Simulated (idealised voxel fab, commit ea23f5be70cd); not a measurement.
process module | voxel self aligned contacts
cross-section cut | 290 nm wide | cells 5 nm
A cross-section is a grid of square cells, given in bands from the top down. A band is one or more rows of cells.
Each band's line starts with the height of the band's top and of its bottom, in nm. Then come its materials from left to right, each with its width in nm. One material with "throughout" fills the band from edge to edge. "air" is empty space.
Height 0 is the level under which the wafer as received is all one material. The lowest band goes on downwards, as in "0 down".
A width such as "30 to 40" changes by the same amount from each row of cells to the next, from the band's top row to its bottom row.
"no change" after a step means that no cell of the cross-section changed.
closed voids: empty space of 8 cells or more with no open way to the top, each as width x height at its distance from the left edge, in nm
after a step's settings: what the simulator itself notes on the step
overlay nm, on a step with a mask: how far to the right of its planned place the mask lay; to the left if negative
plan
1 op RECEIVE | material Si
2 op CONFORMAL_DEP | material SiO2 | thk nm 5
3 op DIRECTIONAL_DEP | material polySi | thk nm 30
4 op DIRECTIONAL_DEP | material SiN | thk nm 15
5 op DIRECTIONAL_DEP | material aC | thk nm 10
6 op PATTERN | tone cover | mask id GATE | material resist | width nm 35 | pitch nm 70 | thk nm 25 | overlay nm 0
7 op DIRECTIONAL_ETCH | etch materials aC | depth nm 10
8 op STRIP | etch materials resist
9 op DIRECTIONAL_ETCH | etch materials SiN | depth nm 15
10 op DIRECTIONAL_ETCH | etch materials polySi | depth nm 30
11 op STRIP | etch materials aC
12 op CONFORMAL_DEP | material SiN | thk nm 5
13 op DIRECTIONAL_ETCH | etch materials SiN | depth nm 5
14 op FILL_DEP | material SiO2 | thk nm 15
15 op CMP | height nm 60
16 op PATTERN | tone open | mask id CONTACT | material resist | width nm 55 | thk nm 15 | overlay nm 0
17 op DIRECTIONAL_ETCH | etch materials SiO2 | depth nm 60
18 op STRIP | etch materials resist
19 op CONFORMAL_DEP | material TiN | thk nm 5
20 op FILL_DEP | material W | thk nm 10
21 op CMP | height nm 60
22 op CONFORMAL_DEP | material SiN | thk nm 5
first wafer, as planned
as received, after step 1
  0 down: Si throughout
  closed voids: none
after step 2
  5 to 0: SiO2 throughout
  below 0: unchanged
after step 3
  35 to 5: polySi throughout
  below 5: unchanged
after step 4
  50 to 35: SiN throughout
  below 35: unchanged
after step 5
  60 to 50: aC throughout
  below 50: unchanged
after step 6
  85 to 60: air 90 | resist 35 | air 35 | resist 35 | air 95
  below 60: unchanged
after step 7
  75 to 60: air 90 | resist 35 | air 35 | resist 35 | air 95
  60 to 50: air 90 | aC 35 | air 35 | aC 35 | air 95
  below 50: unchanged
after step 8
  60 to 50: air 90 | aC 35 | air 35 | aC 35 | air 95
  below 50: unchanged
after step 9
  60 to 50: air 90 | aC 35 | air 35 | aC 35 | air 95
  50 to 35: air 90 | SiN 35 | air 35 | SiN 35 | air 95
  below 35: unchanged
after step 10
  60 to 50: air 90 | aC 35 | air 35 | aC 35 | air 95
  50 to 35: air 90 | SiN 35 | air 35 | SiN 35 | air 95
  35 to 5: air 90 | polySi 35 | air 35 | polySi 35 | air 95
  below 5: unchanged
after step 11
  50 to 35: air 90 | SiN 35 | air 35 | SiN 35 | air 95
  below 35: unchanged
after step 12
  55 to 35: air 85 | SiN 45 | air 25 | SiN 45 | air 90
  35 to 10: air 85 | SiN 5 | polySi 35 | SiN 5 | air 25 | SiN 5 | polySi 35 | SiN 5 | air 90
  10 to 5: SiN 90 | polySi 35 | SiN 35 | polySi 35 | SiN 95
  below 5: unchanged
after step 13
  50 to 35: air 85 | SiN 45 | air 25 | SiN 45 | air 90
  35 to 5: air 85 | SiN 5 | polySi 35 | SiN 5 | air 25 | SiN 5 | polySi 35 | SiN 5 | air 90
  below 5: unchanged
after step 14
  65 to 50: SiO2 throughout
  50 to 35: SiO2 85 | SiN 45 | SiO2 25 | SiN 45 | SiO2 90
  35 to 5: SiO2 85 | SiN 5 | polySi 35 | SiN 5 | SiO2 25 | SiN 5 | polySi 35 | SiN 5 | SiO2 90
  below 5: unchanged
after step 15
  60 to 50: SiO2 throughout
  below 50: unchanged
after step 16
  75 to 60: resist 115 | air 55 | resist 120
  below 60: unchanged
after step 17
  75 to 60: resist 115 | air 55 | resist 120
  60 to 50: SiO2 115 | air 55 | SiO2 120
  50 to 35: SiO2 85 | SiN 45 | air 25 | SiN 45 | SiO2 90
  35 to 5: SiO2 85 | SiN 5 | polySi 35 | SiN 5 | air 25 | SiN 5 | polySi 35 | SiN 5 | SiO2 90
  5 to 0: SiO2 130 | air 25 | SiO2 135
  below 0: unchanged
after step 18
  60 to 50: SiO2 115 | air 55 | SiO2 120
  below 50: unchanged
after step 19
  65 to 60: TiN 120 | air 45 | TiN 125
  60 to 50: SiO2 115 | TiN 5 to 20 | air 45 to 15 | TiN 5 to 20 | SiO2 120
  50 to 35: SiO2 85 | SiN 45 | TiN 5 | air 15 | TiN 5 | SiN 45 | SiO2 90
  35 to 5: SiO2 85 | SiN 5 | polySi 35 | SiN 5 | TiN 5 | air 15 | TiN 5 | SiN 5 | polySi 35 | SiN 5 | SiO2 90
  5 to 0: SiO2 130 | TiN 25 | SiO2 135
  below 0: unchanged
after step 20
  75 to 65: W throughout
  65 to 60: TiN 120 | W 45 | TiN 125
  60 to 50: SiO2 115 | TiN 5 to 20 | W 45 to 15 | TiN 5 to 20 | SiO2 120
  50 to 35: SiO2 85 | SiN 45 | TiN 5 | W 15 | TiN 5 | SiN 45 | SiO2 90
  35 to 5: SiO2 85 | SiN 5 | polySi 35 | SiN 5 | TiN 5 | W 15 | TiN 5 | SiN 5 | polySi 35 | SiN 5 | SiO2 90
  below 5: unchanged
after step 21
  60 to 50: SiO2 115 | TiN 5 to 20 | W 45 to 15 | TiN 5 to 20 | SiO2 120
  below 50: unchanged
after step 22
  65 to 60: SiN throughout
  below 60: unchanged
second wafer: like start, like plan, one mistake. Through step 2 it matches the first wafer
when step 3 should have ended
  35 to 5: SiN throughout
  below 5: unchanged
when step 4 should have ended
  50 to 5: SiN throughout
  below 5: unchanged
when step 5 should have ended
  60 to 50: aC throughout
  below 50: unchanged
when step 6 should have ended
  85 to 60: air 90 | resist 35 | air 35 | resist 35 | air 95
  below 60: unchanged
when step 7 should have ended
  75 to 60: air 90 | resist 35 | air 35 | resist 35 | air 95
  60 to 50: air 90 | aC 35 | air 35 | aC 35 | air 95
  below 50: unchanged
when step 8 should have ended
  60 to 50: air 90 | aC 35 | air 35 | aC 35 | air 95
  below 50: unchanged
when step 9 should have ended
  60 to 50: air 90 | aC 35 | air 35 | aC 35 | air 95
  50 to 35: air 90 | SiN 35 | air 35 | SiN 35 | air 95
  below 35: unchanged
when step 10 should have ended: no change
when step 11 should have ended
  50 to 35: air 90 | SiN 35 | air 35 | SiN 35 | air 95
  below 35: unchanged
when step 12 should have ended
  55 to 40: air 85 | SiN 45 | air 25 | SiN 45 | air 90
  40 to 5: SiN throughout
  below 5: unchanged
when step 13 should have ended
  50 to 35: air 85 | SiN 45 | air 25 | SiN 45 | air 90
  below 35: unchanged
when step 14 should have ended
  65 to 50: SiO2 throughout
  50 to 35: SiO2 85 | SiN 45 | SiO2 25 | SiN 45 | SiO2 90
  below 35: unchanged
when step 15 should have ended
  60 to 50: SiO2 throughout
  below 50: unchanged
when step 16 should have ended
  75 to 60: resist 115 | air 55 | resist 120
  below 60: unchanged
when step 17 should have ended
  75 to 60: resist 115 | air 55 | resist 120
  60 to 50: SiO2 115 | air 55 | SiO2 120
  50 to 35: SiO2 85 | SiN 45 | air 25 | SiN 45 | SiO2 90
  below 35: unchanged
when step 18 should have ended
  60 to 50: SiO2 115 | air 55 | SiO2 120
  below 50: unchanged
when step 19 should have ended
  65 to 60: TiN 120 | air 45 | TiN 125
  60 to 50: SiO2 115 | TiN 5 to 20 | air 45 to 15 | TiN 5 to 20 | SiO2 120
  50 to 40: SiO2 85 | SiN 45 | TiN 5 | air 15 | TiN 5 | SiN 45 | SiO2 90
  40 to 35: SiO2 85 | SiN 45 | TiN 25 | SiN 45 | SiO2 90
  below 35: unchanged
when step 20 should have ended
  75 to 65: W throughout
  65 to 60: TiN 120 | W 45 | TiN 125
  60 to 50: SiO2 115 | TiN 5 to 20 | W 45 to 15 | TiN 5 to 20 | SiO2 120
  50 to 40: SiO2 85 | SiN 45 | TiN 5 | W 15 | TiN 5 | SiN 45 | SiO2 90
  below 40: unchanged
when step 21 should have ended
  60 to 50: SiO2 115 | TiN 5 to 20 | W 45 to 15 | TiN 5 to 20 | SiO2 120
  below 50: unchanged
when step 22 should have ended
  65 to 60: SiN throughout
  below 60: unchanged
what went wrong: step 3 ran as: op DIRECTIONAL_DEP | material SiN | thk nm 30
at the end the second wafer has, in cells: 324 more of SiN | 205 fewer of SiO2 | 14 fewer of TiN | 21 fewer of W | 84 fewer of polySi
